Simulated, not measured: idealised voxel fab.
Process module heading - voxel double patterning
For reference, the cross-section in this document is cut, with width 295 nm and square cells of 5 nm.
The cross-sections in this document take the form of a grid made of square cells. They are written out as bands, in order from top to bottom. Each band consists of one or more rows of cells.
Band entry format. Leading values: height of top, height of bottom, nm. Remainder: materials in left-to-right order, each with its width in nm. Special words: "all across" on a single material, which then fills the band edge to edge; "air", empty space.
Beneath 0, the wafer as received is one material, and that level is where height counting begins. The lowest band goes on downward without a bottom; it is written like "z 0 and below".
Per-row width for "30..40": begins at first number (top row of band), ends at second number (bottom row), increment between rows held constant.
A step reported as "nothing changed" is a step in which no cell of the cross-section changed.
If an empty space has no open way to the top and is at least 8 cells in size, "Listed closed voids" lists it, written width x height at distance, where distance is measured from the left edge and every value is in nm.
Anything after a step's settings on that line? It's the simulator's own note about the step.
On any step carrying a mask, the "overlay nm" setting, if present on the step's line, tells how far right of its planned place the mask lay; negative values point to the left.
So here's the lineup of process steps we planned:
| 1 | RECEIVE: material Si |
| 2 | CONFORMAL_DEP: material SiN, thk nm 10 |
| 3 | DIRECTIONAL_DEP: material SiO2, thk nm 15 |
| 4 | DIRECTIONAL_DEP: material SiCN, thk nm 5 |
| 5 | PATTERN: tone open, mask id FIRST, material resist, width nm 15, pitch nm 50, thk nm 15, overlay nm 0 |
| 6 | DIRECTIONAL_ETCH: etch materials SiCN, depth nm 5 |
| 7 | STRIP: etch materials resist |
| 8 | DIRECTIONAL_DEP: material aC, thk nm 10 |
| 9 | PATTERN: tone open, mask id SECOND, material resist, width nm 15, thk nm 30, overlay nm 0 |
| 10 | DIRECTIONAL_ETCH: etch materials aC, depth nm 10 |
| 11 | STRIP: etch materials resist |
| 12 | DIRECTIONAL_ETCH: etch materials SiCN, depth nm 5 |
| 13 | STRIP: etch materials aC |
| 14 | DIRECTIONAL_ETCH: etch materials SiO2, depth nm 15 |
| 15 | STRIP: etch materials SiCN |
Shown in cross-section is the wafer as received, that is, as it stands after step 1:
	z 0 and below | Si all across
	Listed closed voids: none
The following cross-section depicts the wafer upon conclusion of the module. Processing commenced from the starting condition illustrated above and adhered to the plan illustrated above, save for one mistake in execution:
	z 15 to 0 | SiO2 115 | air 15 | SiO2 10 | air 15 | SiO2 10 | air 15 | SiO2 115
	z 0 and below | Si all across
	Listed closed voids: none
Where did the run depart from the plan? step 2 of the plan was bypassed and not carried out
